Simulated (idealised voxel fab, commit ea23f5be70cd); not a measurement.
Process module, titled voxel plated lines
Cross-section cut: width 230 nm, square cells of 5 nm.
Reading order for cross-sections: top band down to bottom band. Underlying form: a grid of square cells. Band size: one or more rows of cells. Look at the band entry: it leads with the top's height and the bottom's height in nm. Then it lists the materials left to right, with a width in nm for each. The word "throughout" on a single material says that material fills the band edge to edge. The word "air" is empty space. Counting heights begins at 0, where everything beneath is, in the wafer as received, one material. The lowest band has no bottom; it goes on downwards, as "z 0 and below" shows. Per-row width for "30 to 40": begins at first number (top row of band), ends at second number (bottom row), increment between rows held constant. "all unchanged" (step): cross-section cells unchanged, all of them. Listed in "Fully sealed cavities": every empty space of 8 or more cells without an open way to the top. Form: width x height at distance, the distance being from the left edge, all in nm. Text after the settings on a step's line: the simulator's own remark on that step. The line of a step may include "overlay nm". On a step with a mask, this value is how far to the right of its planned place the mask lay. A negative value means the mask lay to the left.
Here's what the planned process steps look like
- 1: RECEIVE [material Si]
- 2: CONFORMAL_DEP [material Al2O3] [thk nm 5]
- 3: DIRECTIONAL_DEP [material TiN] [thk nm 5]
- 4: PATTERN [tone open] [mask id LINES] [material resist] [width nm 20] [pitch nm 45] [thk nm 35] [overlay nm 0]
- 5: EPI [material Ru] [thk nm 10]
- 6: EPI [material Ru] [thk nm 5]
- 7: EPI [material Ru] [thk nm 5]
- 8: STRIP [etch materials resist]
- 9: DIRECTIONAL_ETCH [etch materials TiN] [depth nm 5]
- 10: CONFORMAL_DEP [material SiO2] [thk nm 5]
Wafer at receipt (post step 1), cross-section
z 0 and below = Si throughout
Fully sealed cavities: none
As-planned run: cross-section of the first of two wafers at end of module
z 35 to 30 = air: 30; SiO2: 30; air: 15; SiO2: 30; air: 15; SiO2: 30; air: 15; SiO2: 30; air: 35
z 30 to 10 = air: 30; SiO2: 5; Ru: 20; SiO2: 5; air: 15; SiO2: 5; Ru: 20; SiO2: 5; air: 15; SiO2: 5; Ru: 20; SiO2: 5; air: 15; SiO2: 5; Ru: 20; SiO2: 5; air: 35
z 10 to 5 = SiO2: 35; TiN: 20; SiO2: 25; TiN: 20; SiO2: 25; TiN: 20; SiO2: 25; TiN: 20; SiO2: 40
z 5 to 0 = Al2O3 throughout
z 0 and below = Si throughout
Fully sealed cavities: none
Wafer two (of two), end-of-module cross-section: start = wafer one, plan = wafer one, one run mistake
z 35 to 30 = SiO2: 40; air: 10; SiO2: 35; air: 10; SiO2: 35; air: 10; SiO2: 35; air: 10; SiO2: 45
z 30 to 10 = Ru: 35; SiO2: 5; air: 10; SiO2: 5; Ru: 25; SiO2: 5; air: 10; SiO2: 5; Ru: 25; SiO2: 5; air: 10; SiO2: 5; Ru: 25; SiO2: 5; air: 10; SiO2: 5; Ru: 40
z 10 to 5 = TiN: 35; SiO2: 20; TiN: 25; SiO2: 20; TiN: 25; SiO2: 20; TiN: 25; SiO2: 20; TiN: 40
z 5 to 0 = Al2O3 throughout
z 0 and below = Si throughout
Fully sealed cavities: none
Error vs. plan: step 4: run off-plan, actual operation and settings PATTERN [tone cover] [mask id LINES] [material resist] [width nm 20] [pitch nm 45] [thk nm 35] [overlay nm 0]
At the finish, the second wafer shows more or fewer cells for some materials than the first does: +56 Ru, +14 TiN
